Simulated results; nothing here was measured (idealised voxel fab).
Name of the process module below: voxel trench capacitor
The cross-section shown here is cut; it is 250 nm wide and divided into square cells measuring 5 nm on a side.
Cross-section format: a grid of square cells, given as bands from top to bottom; each band is one or more rows of cells.
It is stipulated that each band's entry specify, in nanometres, the height of the top of the band and then that of its bottom, followed by the materials of the band in left-to-right sequence, each together with its width in nanometres. A single material marked by the word "everywhere" is understood to fill the band from edge to edge; the word "blank" is understood to denote empty space.
The reference from which all heights are counted is 0, the level beneath which the as-received wafer is entirely one material; the lowest band, having no lower bound, proceeds downward and is written after the example "0 -> down".
It should be noted that a width expressed as "30..40" varies in equal increments from row to row of cells within the band, taking the value of the first number at the top row and that of the second number at the bottom row.
"no modification" means the step left every cell of the cross-section as it was.
You'll see "Enclosed void inventory" listing empty spaces that have no way open to the top, as long as they're 8 cells or more; the notation is width x height at distance, where the distance is from the left edge, and all of it is in nm.
On a step's line, text after the settings is the simulator commenting on that step.
The optional step-line setting "overlay nm" applies to steps with a mask and quantifies how far to the right of its planned location the mask lay, a negative value indicating leftward placement.
Every pair from here on: before one process step, after it. The after cross-section reaches only to the lowest band that changed. Below the pair: the step in between and its settings. Pairs can belong to different runs of this module on the same starting wafer; a pair carries on from the pair above only if the entry headed "Incoming structure" says so.

**Incoming structure**
0 -> down | Si everywhere
Enclosed void inventory: none

**Step Result**
10 -> 0 | SiN everywhere
Lower than 0, everything is as it was.
Enclosed void inventory: none
Step between the cross-sections above: op CONFORMAL_DEP | material SiN | thk nm 10

Incoming structure: refer to the pair immediately above; the cross-section shown after its step is the state before this one.

**Step Result**
25 -> 10 | aC everywhere
Lower than 10, everything is as it was.
Enclosed void inventory: none
Step between the cross-sections above: op DIRECTIONAL_DEP | material aC | thk nm 15

Incoming structure: refer to the pair immediately above; the cross-section shown after its step is the state before this one.

**Step Result**
60 -> 25 | resist: 80; blank: 30; resist: 30; blank: 30; resist: 80
Lower than 25, everything is as it was.
Enclosed void inventory: none
Step between the cross-sections above: op PATTERN | tone open | mask id TRENCH | material resist | width nm 30 | pitch nm 60 | thk nm 35 | overlay nm 0

Incoming structure: refer to the pair immediately above; the cross-section shown after its step is the state before this one.

**Step Result**
45 -> 25 | resist: 80; blank: 30; resist: 30; blank: 30; resist: 80
25 -> 10 | aC: 80; blank: 30; aC: 30; blank: 30; aC: 80
Lower than 10, everything is as it was.
Enclosed void inventory: none
Step between the cross-sections above: op DIRECTIONAL_ETCH | etch materials aC | depth nm 15

Incoming structure: refer to the pair immediately above; the cross-section shown after its step is the state before this one.

**Step Result**
25 -> 10 | aC: 80; blank: 30; aC: 30; blank: 30; aC: 80
Lower than 10, everything is as it was.
Enclosed void inventory: none
Step between the cross-sections above: op STRIP | etch materials resist

Incoming structure: refer to the pair immediately above; the cross-section shown after its step is the state before this one.

**Step Result**
25 -> 10 | aC: 80; blank: 30; aC: 30; blank: 30; aC: 80
10 -> 0 | SiN: 80; blank: 30; SiN: 30; blank: 30; SiN: 80
Lower than 0, everything is as it was.
Enclosed void inventory: none
Step between the cross-sections above: op DIRECTIONAL_ETCH | etch materials SiN | depth nm 10

Incoming structure: refer to the pair immediately above; the cross-section shown after its step is the state before this one.

**Step Result**
25 -> 10 | aC: 80; blank: 30; aC: 30; blank: 30; aC: 80
10 -> 0 | SiN: 80; blank: 30; SiN: 30; blank: 30; SiN: 80
0 -> -25 | Si: 80; blank: 30; Si: 30; blank: 30; Si: 80
Lower than -25, everything is as it was.
Enclosed void inventory: none
Step between the cross-sections above: op DIRECTIONAL_ETCH | etch materials Si | depth nm 25

Incoming structure: refer to the pair immediately above; the cross-section shown after its step is the state before this one.

**Step Result**
10 -> 0 | SiN: 80; blank: 30; SiN: 30; blank: 30; SiN: 80
Lower than 0, everything is as it was.
Enclosed void inventory: none
Step between the cross-sections above: op STRIP | etch materials aC

Incoming structure: refer to the pair immediately above; the cross-section shown after its step is the state before this one.

**Step Result**
15 -> 10 | Al2O3: 85; blank: 20; Al2O3: 40; blank: 20; Al2O3: 85
10 -> 0 | SiN: 80; Al2O3: 5; blank: 20; Al2O3: 5; SiN: 30; Al2O3: 5; blank: 20; Al2O3: 5; SiN: 80
0 -> -20 | Si: 80; Al2O3: 5; blank: 20; Al2O3: 5; Si: 30; Al2O3: 5; blank: 20; Al2O3: 5; Si: 80
-20 -> -25 | Si: 80; Al2O3: 30; Si: 30; Al2O3: 30; Si: 80
Lower than -25, everything is as it was.
Enclosed void inventory: none
Step between the cross-sections above: op CONFORMAL_DEP | material Al2O3 | thk nm 5

Incoming structure: refer to the pair immediately above; the cross-section shown after its step is the state before this one.

**Step Result**
20 -> 15 | TiN: 90; blank: 10; TiN: 50; blank: 10; TiN: 90
15 -> 10 | Al2O3: 85; TiN: 5; blank: 10; TiN: 5; Al2O3: 40; TiN: 5; blank: 10; TiN: 5; Al2O3: 85
10 -> 0 | SiN: 80; Al2O3: 5; TiN: 5; blank: 10; TiN: 5; Al2O3: 5; SiN: 30; Al2O3: 5; TiN: 5; blank: 10; TiN: 5; Al2O3: 5; SiN: 80
0 -> -15 | Si: 80; Al2O3: 5; TiN: 5; blank: 10; TiN: 5; Al2O3: 5; Si: 30; Al2O3: 5; TiN: 5; blank: 10; TiN: 5; Al2O3: 5; Si: 80
-15 -> -20 | Si: 80; Al2O3: 5; TiN: 20; Al2O3: 5; Si: 30; Al2O3: 5; TiN: 20; Al2O3: 5; Si: 80
Lower than -20, everything is as it was.
Enclosed void inventory: none
Step between the cross-sections above: op CONFORMAL_DEP | material TiN | thk nm 5

Incoming structure: refer to the pair immediately above; the cross-section shown after its step is the state before this one.

**Step Result**
25 -> 20 | W everywhere
20 -> 15 | TiN: 90; W: 10; TiN: 50; W: 10; TiN: 90
15 -> 10 | Al2O3: 85; TiN: 5; W: 10; TiN: 5; Al2O3: 40; TiN: 5; W: 10; TiN: 5; Al2O3: 85
10 -> 0 | SiN: 80; Al2O3: 5; TiN: 5; W: 10; TiN: 5; Al2O3: 5; SiN: 30; Al2O3: 5; TiN: 5; W: 10; TiN: 5; Al2O3: 5; SiN: 80
0 -> -15 | Si: 80; Al2O3: 5; TiN: 5; W: 10; TiN: 5; Al2O3: 5; Si: 30; Al2O3: 5; TiN: 5; W: 10; TiN: 5; Al2O3: 5; Si: 80
Lower than -15, everything is as it was.
Enclosed void inventory: none
Step between the cross-sections above: op FILL_DEP | material W | thk nm 5

Incoming structure: refer to the pair immediately above; the cross-section shown after its step is the state before this one.

**Step Result**
10 -> 0 | SiN: 80; Al2O3: 5; TiN: 5; W: 10; TiN: 5; Al2O3: 5; SiN: 30; Al2O3: 5; TiN: 5; W: 10; TiN: 5; Al2O3: 5; SiN: 80
Lower than 0, everything is as it was.
Enclosed void inventory: none
Step between the cross-sections above: op CMP | height nm 10

**Incoming structure**
25 -> 10 | aC: 80; blank: 30; aC: 30; blank: 30; aC: 80
10 -> 0 | SiN: 80; blank: 30; SiN: 30; blank: 30; SiN: 80
0 -> -25 | Si: 80; blank: 30; Si: 30; blank: 30; Si: 80
-25 -> down | Si everywhere
Enclosed void inventory: none

**Step Result**
25 -> 10 | aC: 80; blank: 30; aC: 30; blank: 30; aC: 80
10 -> 0 | SiN: 80; blank: 30; SiN: 30; blank: 30; SiN: 80
0 -> -50 | Si: 80; blank: 30; Si: 30; blank: 30; Si: 80
Lower than -50, everything is as it was.
Enclosed void inventory: none
Step between the cross-sections above: op DIRECTIONAL_ETCH | etch materials Si | depth nm 25

Incoming structure: refer to the pair immediately above; the cross-section shown after its step is the state before this one.

**Step Result**
10 -> 0 | SiN: 80; blank: 30; SiN: 30; blank: 30; SiN: 80
Lower than 0, everything is as it was.
Enclosed void inventory: none
Step between the cross-sections above: op STRIP | etch materials aC

Incoming structure: refer to the pair immediately above; the cross-section shown after its step is the state before this one.

**Step Result**
15 -> 10 | Al2O3: 85; blank: 20; Al2O3: 40; blank: 20; Al2O3: 85
10 -> 0 | SiN: 80; Al2O3: 5; blank: 20; Al2O3: 5; SiN: 30; Al2O3: 5; blank: 20; Al2O3: 5; SiN: 80
0 -> -45 | Si: 80; Al2O3: 5; blank: 20; Al2O3: 5; Si: 30; Al2O3: 5; blank: 20; Al2O3: 5; Si: 80
-45 -> -50 | Si: 80; Al2O3: 30; Si: 30; Al2O3: 30; Si: 80
Lower than -50, everything is as it was.
Enclosed void inventory: none
Step between the cross-sections above: op CONFORMAL_DEP | material Al2O3 | thk nm 5

Incoming structure: refer to the pair immediately above; the cross-section shown after its step is the state before this one.

**Step Result**
20 -> 15 | TiN: 90; blank: 10; TiN: 50; blank: 10; TiN: 90
15 -> 10 | Al2O3: 85; TiN: 5; blank: 10; TiN: 5; Al2O3: 40; TiN: 5; blank: 10; TiN: 5; Al2O3: 85
10 -> 0 | SiN: 80; Al2O3: 5; TiN: 5; blank: 10; TiN: 5; Al2O3: 5; SiN: 30; Al2O3: 5; TiN: 5; blank: 10; TiN: 5; Al2O3: 5; SiN: 80
0 -> -40 | Si: 80; Al2O3: 5; TiN: 5; blank: 10; TiN: 5; Al2O3: 5; Si: 30; Al2O3: 5; TiN: 5; blank: 10; TiN: 5; Al2O3: 5; Si: 80
-40 -> -45 | Si: 80; Al2O3: 5; TiN: 20; Al2O3: 5; Si: 30; Al2O3: 5; TiN: 20; Al2O3: 5; Si: 80
Lower than -45, everything is as it was.
Enclosed void inventory: none
Step between the cross-sections above: op CONFORMAL_DEP | material TiN | thk nm 5

Incoming structure: refer to the pair immediately above; the cross-section shown after its step is the state before this one.

**Step Result**
25 -> 20 | W everywhere
20 -> 15 | TiN: 90; W: 10; TiN: 50; W: 10; TiN: 90
15 -> 10 | Al2O3: 85; TiN: 5; W: 10; TiN: 5; Al2O3: 40; TiN: 5; W: 10; TiN: 5; Al2O3: 85
10 -> 0 | SiN: 80; Al2O3: 5; TiN: 5; W: 10; TiN: 5; Al2O3: 5; SiN: 30; Al2O3: 5; TiN: 5; W: 10; TiN: 5; Al2O3: 5; SiN: 80
0 -> -40 | Si: 80; Al2O3: 5; TiN: 5; W: 10; TiN: 5; Al2O3: 5; Si: 30; Al2O3: 5; TiN: 5; W: 10; TiN: 5; Al2O3: 5; Si: 80
Lower than -40, everything is as it was.
Enclosed void inventory: none
Step between the cross-sections above: op FILL_DEP | material W | thk nm 5

Incoming structure: refer to the pair immediately above; the cross-section shown after its step is the state before this one.

**Step Result**
10 -> 0 | SiN: 80; Al2O3: 5; TiN: 5; W: 10; TiN: 5; Al2O3: 5; SiN: 30; Al2O3: 5; TiN: 5; W: 10; TiN: 5; Al2O3: 5; SiN: 80
Lower than 0, everything is as it was.
Enclosed void inventory: none
Step between the cross-sections above: op CMP | height nm 10

**Incoming structure**
10 -> 0 | SiN: 80; blank: 30; SiN: 30; blank: 30; SiN: 80
0 -> -25 | Si: 80; blank: 30; Si: 30; blank: 30; Si: 80
-25 -> down | Si everywhere
Enclosed void inventory: none

**Step Result**
15 -> 10 | TiN: 85; blank: 20; TiN: 40; blank: 20; TiN: 85
10 -> 0 | SiN: 80; TiN: 5; blank: 20; TiN: 5; SiN: 30; TiN: 5; blank: 20; TiN: 5; SiN: 80
0 -> -20 | Si: 80; TiN: 5; blank: 20; TiN: 5; Si: 30; TiN: 5; blank: 20; TiN: 5; Si: 80
-20 -> -25 | Si: 80; TiN: 30; Si: 30; TiN: 30; Si: 80
Lower than -25, everything is as it was.
Enclosed void inventory: none
Step between the cross-sections above: op CONFORMAL_DEP | material TiN | thk nm 5

Incoming structure: refer to the pair immediately above; the cross-section shown after its step is the state before this one.

**Step Result**
20 -> 15 | Al2O3: 90; blank: 10; Al2O3: 50; blank: 10; Al2O3: 90
15 -> 10 | TiN: 85; Al2O3: 5; blank: 10; Al2O3: 5; TiN: 40; Al2O3: 5; blank: 10; Al2O3: 5; TiN: 85
10 -> 0 | SiN: 80; TiN: 5; Al2O3: 5; blank: 10; Al2O3: 5; TiN: 5; SiN: 30; TiN: 5; Al2O3: 5; blank: 10; Al2O3: 5; TiN: 5; SiN: 80
0 -> -15 | Si: 80; TiN: 5; Al2O3: 5; blank: 10; Al2O3: 5; TiN: 5; Si: 30; TiN: 5; Al2O3: 5; blank: 10; Al2O3: 5; TiN: 5; Si: 80
-15 -> -20 | Si: 80; TiN: 5; Al2O3: 20; TiN: 5; Si: 30; TiN: 5; Al2O3: 20; TiN: 5; Si: 80
Lower than -20, everything is as it was.
Enclosed void inventory: none
Step between the cross-sections above: op CONFORMAL_DEP | material Al2O3 | thk nm 5

Incoming structure: refer to the pair immediately above; the cross-section shown after its step is the state before this one.

**Step Result**
25 -> 20 | W everywhere
20 -> 15 | Al2O3: 90; W: 10; Al2O3: 50; W: 10; Al2O3: 90
15 -> 10 | TiN: 85; Al2O3: 5; W: 10; Al2O3: 5; TiN: 40; Al2O3: 5; W: 10; Al2O3: 5; TiN: 85
10 -> 0 | SiN: 80; TiN: 5; Al2O3: 5; W: 10; Al2O3: 5; TiN: 5; SiN: 30; TiN: 5; Al2O3: 5; W: 10; Al2O3: 5; TiN: 5; SiN: 80
0 -> -15 | Si: 80; TiN: 5; Al2O3: 5; W: 10; Al2O3: 5; TiN: 5; Si: 30; TiN: 5; Al2O3: 5; W: 10; Al2O3: 5; TiN: 5; Si: 80
Lower than -15, everything is as it was.
Enclosed void inventory: none
Step between the cross-sections above: op FILL_DEP | material W | thk nm 5

Incoming structure: refer to the pair immediately above; the cross-section shown after its step is the state before this one.

**Step Result**
10 -> 0 | SiN: 80; TiN: 5; Al2O3: 5; W: 10; Al2O3: 5; TiN: 5; SiN: 30; TiN: 5; Al2O3: 5; W: 10; Al2O3: 5; TiN: 5; SiN: 80
Lower than 0, everything is as it was.
Enclosed void inventory: none
Step between the cross-sections above: op CMP | height nm 10

**Incoming structure**
25 -> 20 | W everywhere
20 -> 15 | TiN: 90; W: 10; TiN: 50; W: 10; TiN: 90
15 -> 10 | Al2O3: 85; TiN: 5; W: 10; TiN: 5; Al2O3: 40; TiN: 5; W: 10; TiN: 5; Al2O3: 85
10 -> 0 | SiN: 80; Al2O3: 5; TiN: 5; W: 10; TiN: 5; Al2O3: 5; SiN: 30; Al2O3: 5; TiN: 5; W: 10; TiN: 5; Al2O3: 5; SiN: 80
0 -> -15 | Si: 80; Al2O3: 5; TiN: 5; W: 10; TiN: 5; Al2O3: 5; Si: 30; Al2O3: 5; TiN: 5; W: 10; TiN: 5; Al2O3: 5; Si: 80
-15 -> -20 | Si: 80; Al2O3: 5; TiN: 20; Al2O3: 5; Si: 30; Al2O3: 5; TiN: 20; Al2O3: 5; Si: 80
-20 -> -25 | Si: 80; Al2O3: 30; Si: 30; Al2O3: 30; Si: 80
-25 -> down | Si everywhere
Enclosed void inventory: none

**Step Result**
0 -> -15 | Si: 80; Al2O3: 5; TiN: 5; W: 10; TiN: 5; Al2O3: 5; Si: 30; Al2O3: 5; TiN: 5; W: 10; TiN: 5; Al2O3: 5; Si: 80
Lower than -15, everything is as it was.
Enclosed void inventory: none
Step between the cross-sections above: op CMP | height nm 0

**Incoming structure**
25 -> 10 | aC everywhere
10 -> 0 | SiN everywhere
0 -> down | Si everywhere
Enclosed void inventory: none

**Step Result**
60 -> 25 | resist: 75; blank: 40; resist: 20; blank: 40; resist: 75
Lower than 25, everything is as it was.
Enclosed void inventory: none
Step between the cross-sections above: op PATTERN | tone open | mask id TRENCH | material resist | width nm 40 | pitch nm 60 | thk nm 35 | overlay nm 0

Incoming structure: refer to the pair immediately above; the cross-section shown after its step is the state before this one.

**Step Result**
45 -> 25 | resist: 75; blank: 40; resist: 20; blank: 40; resist: 75
25 -> 10 | aC: 75; blank: 40; aC: 20; blank: 40; aC: 75
Lower than 10, everything is as it was.
Enclosed void inventory: none
Step between the cross-sections above: op DIRECTIONAL_ETCH | etch materials aC | depth nm 15

Incoming structure: refer to the pair immediately above; the cross-section shown after its step is the state before this one.

**Step Result**
25 -> 10 | aC: 75; blank: 40; aC: 20; blank: 40; aC: 75
Lower than 10, everything is as it was.
Enclosed void inventory: none
Step between the cross-sections above: op STRIP | etch materials resist

Incoming structure: refer to the pair immediately above; the cross-section shown after its step is the state before this one.

**Step Result**
25 -> 10 | aC: 75; blank: 40; aC: 20; blank: 40; aC: 75
10 -> 0 | SiN: 75; blank: 40; SiN: 20; blank: 40; SiN: 75
Lower than 0, everything is as it was.
Enclosed void inventory: none
Step between the cross-sections above: op DIRECTIONAL_ETCH | etch materials SiN | depth nm 10

Incoming structure: refer to the pair immediately above; the cross-section shown after its step is the state before this one.

**Step Result**
25 -> 10 | aC: 75; blank: 40; aC: 20; blank: 40; aC: 75
10 -> 0 | SiN: 75; blank: 40; SiN: 20; blank: 40; SiN: 75
0 -> -25 | Si: 75; blank: 40; Si: 20; blank: 40; Si: 75
Lower than -25, everything is as it was.
Enclosed void inventory: none
Step between the cross-sections above: op DIRECTIONAL_ETCH | etch materials Si | depth nm 25

Incoming structure: refer to the pair immediately above; the cross-section shown after its step is the state before this one.

**Step Result**
10 -> 0 | SiN: 75; blank: 40; SiN: 20; blank: 40; SiN: 75
Lower than 0, everything is as it was.
Enclosed void inventory: none
Step between the cross-sections above: op STRIP | etch materials aC

Incoming structure: refer to the pair immediately above; the cross-section shown after its step is the state before this one.

**Step Result**
15 -> 10 | Al2O3: 80; blank: 30; Al2O3: 30; blank: 30; Al2O3: 80
10 -> 0 | SiN: 75; Al2O3: 5; blank: 30; Al2O3: 5; SiN: 20; Al2O3: 5; blank: 30; Al2O3: 5; SiN: 75
0 -> -20 | Si: 75; Al2O3: 5; blank: 30; Al2O3: 5; Si: 20; Al2O3: 5; blank: 30; Al2O3: 5; Si: 75
-20 -> -25 | Si: 75; Al2O3: 40; Si: 20; Al2O3: 40; Si: 75
Lower than -25, everything is as it was.
Enclosed void inventory: none
Step between the cross-sections above: op CONFORMAL_DEP | material Al2O3 | thk nm 5

Incoming structure: refer to the pair immediately above; the cross-section shown after its step is the state before this one.

**Step Result**
20 -> 15 | TiN: 85; blank: 20; TiN: 40; blank: 20; TiN: 85
15 -> 10 | Al2O3: 80; TiN: 5; blank: 20; TiN: 5; Al2O3: 30; TiN: 5; blank: 20; TiN: 5; Al2O3: 80
10 -> 0 | SiN: 75; Al2O3: 5; TiN: 5; blank: 20; TiN: 5; Al2O3: 5; SiN: 20; Al2O3: 5; TiN: 5; blank: 20; TiN: 5; Al2O3: 5; SiN: 75
0 -> -15 | Si: 75; Al2O3: 5; TiN: 5; blank: 20; TiN: 5; Al2O3: 5; Si: 20; Al2O3: 5; TiN: 5; blank: 20; TiN: 5; Al2O3: 5; Si: 75
-15 -> -20 | Si: 75; Al2O3: 5; TiN: 30; Al2O3: 5; Si: 20; Al2O3: 5; TiN: 30; Al2O3: 5; Si: 75
Lower than -20, everything is as it was.
Enclosed void inventory: none
Step between the cross-sections above: op CONFORMAL_DEP | material TiN | thk nm 5

Incoming structure: refer to the pair immediately above; the cross-section shown after its step is the state before this one.

**Step Result**
25 -> 20 | W everywhere
20 -> 15 | TiN: 85; W: 20; TiN: 40; W: 20; TiN: 85
15 -> 10 | Al2O3: 80; TiN: 5; W: 20; TiN: 5; Al2O3: 30; TiN: 5; W: 20; TiN: 5; Al2O3: 80
10 -> 0 | SiN: 75; Al2O3: 5; TiN: 5; W: 20; TiN: 5; Al2O3: 5; SiN: 20; Al2O3: 5; TiN: 5; W: 20; TiN: 5; Al2O3: 5; SiN: 75
0 -> -15 | Si: 75; Al2O3: 5; TiN: 5; W: 20; TiN: 5; Al2O3: 5; Si: 20; Al2O3: 5; TiN: 5; W: 20; TiN: 5; Al2O3: 5; Si: 75
Lower than -15, everything is as it was.
Enclosed void inventory: none
Step between the cross-sections above: op FILL_DEP | material W | thk nm 5

Incoming structure: refer to the pair immediately above; the cross-section shown after its step is the state before this one.

**Step Result**
10 -> 0 | SiN: 75; Al2O3: 5; TiN: 5; W: 20; TiN: 5; Al2O3: 5; SiN: 20; Al2O3: 5; TiN: 5; W: 20; TiN: 5; Al2O3: 5; SiN: 75
Lower than 0, everything is as it was.
Enclosed void inventory: none
Step between the cross-sections above: op CMP | height nm 10

**Incoming structure**
25 -> 10 | aC everywhere
10 -> 0 | SiN everywhere
0 -> down | Si everywhere
Enclosed void inventory: none

**Step Result**
60 -> 25 | resist: 70; blank: 30; resist: 30; blank: 30; resist: 90
Lower than 25, everything is as it was.
Enclosed void inventory: none
Step between the cross-sections above: op PATTERN | tone open | mask id TRENCH | material resist | width nm 30 | pitch nm 60 | thk nm 35 | overlay nm -10

Incoming structure: refer to the pair immediately above; the cross-section shown after its step is the state before this one.

**Step Result**
45 -> 25 | resist: 70; blank: 30; resist: 30; blank: 30; resist: 90
25 -> 10 | aC: 70; blank: 30; aC: 30; blank: 30; aC: 90
Lower than 10, everything is as it was.
Enclosed void inventory: none
Step between the cross-sections above: op DIRECTIONAL_ETCH | etch materials aC | depth nm 15

Incoming structure: refer to the pair immediately above; the cross-section shown after its step is the state before this one.

**Step Result**
25 -> 10 | aC: 70; blank: 30; aC: 30; blank: 30; aC: 90
Lower than 10, everything is as it was.
Enclosed void inventory: none
Step between the cross-sections above: op STRIP | etch materials resist

Incoming structure: refer to the pair immediately above; the cross-section shown after its step is the state before this one.

**Step Result**
25 -> 10 | aC: 70; blank: 30; aC: 30; blank: 30; aC: 90
10 -> 0 | SiN: 70; blank: 30; SiN: 30; blank: 30; SiN: 90
Lower than 0, everything is as it was.
Enclosed void inventory: none
Step between the cross-sections above: op DIRECTIONAL_ETCH | etch materials SiN | depth nm 10

Incoming structure: refer to the pair immediately above; the cross-section shown after its step is the state before this one.

**Step Result**
25 -> 10 | aC: 70; blank: 30; aC: 30; blank: 30; aC: 90
10 -> 0 | SiN: 70; blank: 30; SiN: 30; blank: 30; SiN: 90
0 -> -25 | Si: 70; blank: 30; Si: 30; blank: 30; Si: 90
Lower than -25, everything is as it was.
Enclosed void inventory: none
Step between the cross-sections above: op DIRECTIONAL_ETCH | etch materials Si | depth nm 25

Incoming structure: refer to the pair immediately above; the cross-section shown after its step is the state before this one.

**Step Result**
10 -> 0 | SiN: 70; blank: 30; SiN: 30; blank: 30; SiN: 90
Lower than 0, everything is as it was.
Enclosed void inventory: none
Step between the cross-sections above: op STRIP | etch materials aC

Incoming structure: refer to the pair immediately above; the cross-section shown after its step is the state before this one.

**Step Result**
15 -> 10 | Al2O3: 75; blank: 20; Al2O3: 40; blank: 20; Al2O3: 95
10 -> 0 | SiN: 70; Al2O3: 5; blank: 20; Al2O3: 5; SiN: 30; Al2O3: 5; blank: 20; Al2O3: 5; SiN: 90
0 -> -20 | Si: 70; Al2O3: 5; blank: 20; Al2O3: 5; Si: 30; Al2O3: 5; blank: 20; Al2O3: 5; Si: 90
-20 -> -25 | Si: 70; Al2O3: 30; Si: 30; Al2O3: 30; Si: 90
Lower than -25, everything is as it was.
Enclosed void inventory: none
Step between the cross-sections above: op CONFORMAL_DEP | material Al2O3 | thk nm 5

Incoming structure: refer to the pair immediately above; the cross-section shown after its step is the state before this one.

**Step Result**
20 -> 15 | TiN: 80; blank: 10; TiN: 50; blank: 10; TiN: 100
15 -> 10 | Al2O3: 75; TiN: 5; blank: 10; TiN: 5; Al2O3: 40; TiN: 5; blank: 10; TiN: 5; Al2O3: 95
10 -> 0 | SiN: 70; Al2O3: 5; TiN: 5; blank: 10; TiN: 5; Al2O3: 5; SiN: 30; Al2O3: 5; TiN: 5; blank: 10; TiN: 5; Al2O3: 5; SiN: 90
0 -> -15 | Si: 70; Al2O3: 5; TiN: 5; blank: 10; TiN: 5; Al2O3: 5; Si: 30; Al2O3: 5; TiN: 5; blank: 10; TiN: 5; Al2O3: 5; Si: 90
-15 -> -20 | Si: 70; Al2O3: 5; TiN: 20; Al2O3: 5; Si: 30; Al2O3: 5; TiN: 20; Al2O3: 5; Si: 90
Lower than -20, everything is as it was.
Enclosed void inventory: none
Step between the cross-sections above: op CONFORMAL_DEP | material TiN | thk nm 5

Incoming structure: refer to the pair immediately above; the cross-section shown after its step is the state before this one.

**Step Result**
25 -> 20 | W everywhere
20 -> 15 | TiN: 80; W: 10; TiN: 50; W: 10; TiN: 100
15 -> 10 | Al2O3: 75; TiN: 5; W: 10; TiN: 5; Al2O3: 40; TiN: 5; W: 10; TiN: 5; Al2O3: 95
10 -> 0 | SiN: 70; Al2O3: 5; TiN: 5; W: 10; TiN: 5; Al2O3: 5; SiN: 30; Al2O3: 5; TiN: 5; W: 10; TiN: 5; Al2O3: 5; SiN: 90
0 -> -15 | Si: 70; Al2O3: 5; TiN: 5; W: 10; TiN: 5; Al2O3: 5; Si: 30; Al2O3: 5; TiN: 5; W: 10; TiN: 5; Al2O3: 5; Si: 90
Lower than -15, everything is as it was.
Enclosed void inventory: none
Step between the cross-sections above: op FILL_DEP | material W | thk nm 5

Incoming structure: refer to the pair immediately above; the cross-section shown after its step is the state before this one.

**Step Result**
10 -> 0 | SiN: 70; Al2O3: 5; TiN: 5; W: 10; TiN: 5; Al2O3: 5; SiN: 30; Al2O3: 5; TiN: 5; W: 10; TiN: 5; Al2O3: 5; SiN: 90
Lower than 0, everything is as it was.
Enclosed void inventory: none
Step between the cross-sections above: op CMP | height nm 10

**Incoming structure**
15 -> 10 | Al2O3: 85; blank: 20; Al2O3: 40; blank: 20; Al2O3: 85
10 -> 0 | SiN: 80; Al2O3: 5; blank: 20; Al2O3: 5; SiN: 30; Al2O3: 5; blank: 20; Al2O3: 5; SiN: 80
0 -> -20 | Si: 80; Al2O3: 5; blank: 20; Al2O3: 5; Si: 30; Al2O3: 5; blank: 20; Al2O3: 5; Si: 80
-20 -> -25 | Si: 80; Al2O3: 30; Si: 30; Al2O3: 30; Si: 80
-25 -> down | Si everywhere
Enclosed void inventory: none

**Step Result**
20 -> 15 | aC: 90; blank: 10; aC: 50; blank: 10; aC: 90
15 -> 10 | Al2O3: 85; aC: 5; blank: 10; aC: 5; Al2O3: 40; aC: 5; blank: 10; aC: 5; Al2O3: 85
10 -> 0 | SiN: 80; Al2O3: 5; aC: 5; blank: 10; aC: 5; Al2O3: 5; SiN: 30; Al2O3: 5; aC: 5; blank: 10; aC: 5; Al2O3: 5; SiN: 80
0 -> -15 | Si: 80; Al2O3: 5; aC: 5; blank: 10; aC: 5; Al2O3: 5; Si: 30; Al2O3: 5; aC: 5; blank: 10; aC: 5; Al2O3: 5; Si: 80
-15 -> -20 | Si: 80; Al2O3: 5; aC: 20; Al2O3: 5; Si: 30; Al2O3: 5; aC: 20; Al2O3: 5; Si: 80
Lower than -20, everything is as it was.
Enclosed void inventory: none
Step between the cross-sections above: op CONFORMAL_DEP | material aC | thk nm 5

Incoming structure: refer to the pair immediately above; the cross-section shown after its step is the state before this one.

**Step Result**
25 -> 20 | W everywhere
20 -> 15 | aC: 90; W: 10; aC: 50; W: 10; aC: 90
15 -> 10 | Al2O3: 85; aC: 5; W: 10; aC: 5; Al2O3: 40; aC: 5; W: 10; aC: 5; Al2O3: 85
10 -> 0 | SiN: 80; Al2O3: 5; aC: 5; W: 10; aC: 5; Al2O3: 5; SiN: 30; Al2O3: 5; aC: 5; W: 10; aC: 5; Al2O3: 5; SiN: 80
0 -> -15 | Si: 80; Al2O3: 5; aC: 5; W: 10; aC: 5; Al2O3: 5; Si: 30; Al2O3: 5; aC: 5; W: 10; aC: 5; Al2O3: 5; Si: 80
Lower than -15, everything is as it was.
Enclosed void inventory: none
Step between the cross-sections above: op FILL_DEP | material W | thk nm 5

Incoming structure: refer to the pair immediately above; the cross-section shown after its step is the state before this one.

**Step Result**
10 -> 0 | SiN: 80; Al2O3: 5; aC: 5; W: 10; aC: 5; Al2O3: 5; SiN: 30; Al2O3: 5; aC: 5; W: 10; aC: 5; Al2O3: 5; SiN: 80
Lower than 0, everything is as it was.
Enclosed void inventory: none
Step between the cross-sections above: op CMP | height nm 10

**Incoming structure**
25 -> 10 | aC everywhere
10 -> 0 | SiN everywhere
0 -> down | Si everywhere
Enclosed void inventory: none

**Step Result**
60 -> 25 | blank: 80; resist: 30; blank: 30; resist: 30; blank: 80
Lower than 25, everything is as it was.
Enclosed void inventory: none
Step between the cross-sections above: op PATTERN | tone cover | mask id TRENCH | material resist | width nm 30 | pitch nm 60 | thk nm 35 | overlay nm 0

Incoming structure: refer to the pair immediately above; the cross-section shown after its step is the state before this one.

**Step Result**
45 -> 25 | blank: 80; resist: 30; blank: 30; resist: 30; blank: 80
25 -> 10 | blank: 80; aC: 30; blank: 30; aC: 30; blank: 80
Lower than 10, everything is as it was.
Enclosed void inventory: none
Step between the cross-sections above: op DIRECTIONAL_ETCH | etch materials aC | depth nm 15

Incoming structure: refer to the pair immediately above; the cross-section shown after its step is the state before this one.

**Step Result**
25 -> 10 | blank: 80; aC: 30; blank: 30; aC: 30; blank: 80
Lower than 10, everything is as it was.
Enclosed void inventory: none
Step between the cross-sections above: op STRIP | etch materials resist

Incoming structure: refer to the pair immediately above; the cross-section shown after its step is the state before this one.

**Step Result**
25 -> 10 | blank: 80; aC: 30; blank: 30; aC: 30; blank: 80
10 -> 0 | blank: 80; SiN: 30; blank: 30; SiN: 30; blank: 80
Lower than 0, everything is as it was.
Enclosed void inventory: none
Step between the cross-sections above: op DIRECTIONAL_ETCH | etch materials SiN | depth nm 10

Incoming structure: refer to the pair immediately above; the cross-section shown after its step is the state before this one.

**Step Result**
25 -> 10 | blank: 80; aC: 30; blank: 30; aC: 30; blank: 80
10 -> 0 | blank: 80; SiN: 30; blank: 30; SiN: 30; blank: 80
0 -> -25 | blank: 80; Si: 30; blank: 30; Si: 30; blank: 80
Lower than -25, everything is as it was.
Enclosed void inventory: none
Step between the cross-sections above: op DIRECTIONAL_ETCH | etch materials Si | depth nm 25

Incoming structure: refer to the pair immediately above; the cross-section shown after its step is the state before this one.

**Step Result**
10 -> 0 | blank: 80; SiN: 30; blank: 30; SiN: 30; blank: 80
Lower than 0, everything is as it was.
Enclosed void inventory: none
Step between the cross-sections above: op STRIP | etch materials aC
